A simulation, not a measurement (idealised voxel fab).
Process module under the name voxel trench capacitor
Pictured: cross-section cut, 300 nm wide, on a grid of 5 nm square cells.
How to read a cross-section here: the picture is a grid of square cells, written as bands going from the top down, and any band can span one or more rows of cells.
Look at the band entry: it leads with the top's height and the bottom's height in nm. Then it lists the materials left to right, with a width in nm for each. The word "everywhere" on a single material says that material fills the band edge to edge. The word "empty" is empty space.
Heights are measured from 0, the level below which the as-received wafer is all one material; the lowest band has no bottom and continues downward, written as in "from 0 down".
Graded width ("30..40"): value in top row of band = first number; value in bottom row = second number; row-to-row change constant.
Where a step carries "no modifications", the cross-section came out of it unchanged, cell for cell.
In "Closed empty spaces" the enclosed voids are listed, meaning empty spaces of 8 cells or larger without any opening to the top. The form is width x height at distance, distance from the left edge, units nm.
Where a step's line continues beyond its settings, the continuation is a remark by the simulator itself on that step.
On any step carrying a mask, the "overlay nm" setting, if present on the step's line, tells how far right of its planned place the mask lay; negative values point to the left.

# Here's what the planned process steps look like
- 1: RECEIVE: material Si
- 2: CONFORMAL_DEP: material SiN, thk nm 10
- 3: MASKED_ETCH: tone open, mask id TRENCH, width nm 30, pitch nm 55, etch materials SiN, depth nm 10, overlay nm 0
- 4: MASKED_ETCH: tone open, mask id TRENCH, width nm 30, pitch nm 55, etch materials Si, depth nm 30, overlay nm 0
- 5: CONFORMAL_DEP: material HfO2, thk nm 5
- 6: CONFORMAL_DEP: material TiN, thk nm 5
- 7: FILL_DEP: material W, thk nm 10
- 8: CMP: height nm 10

# Cross-section, incoming material, after step 1
    from 0 down  Si everywhere
    Closed empty spaces: none

# Final cross-section, module run with one mistake (start and plan as above)
    from 10 to 0  60 of SiN | 5 of HfO2 | 20..10 of TiN | 5..15 of HfO2 | 25 of SiN | 5 of HfO2 | 20..10 of TiN | 5..15 of HfO2 | 25 of SiN | 5 of HfO2 | 20..10 of TiN | 5..15 of HfO2 | 25 of SiN | 5 of HfO2 | 20..10 of TiN | 5..15 of HfO2 | 45 of SiN
    from 0 to -25  60 of Si | 5 of HfO2 | 10 of TiN | 5 of HfO2 | 35 of Si | 5 of HfO2 | 10 of TiN | 5 of HfO2 | 35 of Si | 5 of HfO2 | 10 of TiN | 5 of HfO2 | 35 of Si | 5 of HfO2 | 10 of TiN | 5 of HfO2 | 55 of Si
    from -25 to -30  60 of Si | 20 of HfO2 | 35 of Si | 20 of HfO2 | 35 of Si | 20 of HfO2 | 35 of Si | 20 of HfO2 | 55 of Si
    from -30 down  Si everywhere
    Closed empty spaces: none
Processing error: step 3 was not run as planned; what actually ran was MASKED_ETCH: tone open, mask id TRENCH, width nm 30, pitch nm 55, etch materials SiN, depth nm 10, overlay nm 10
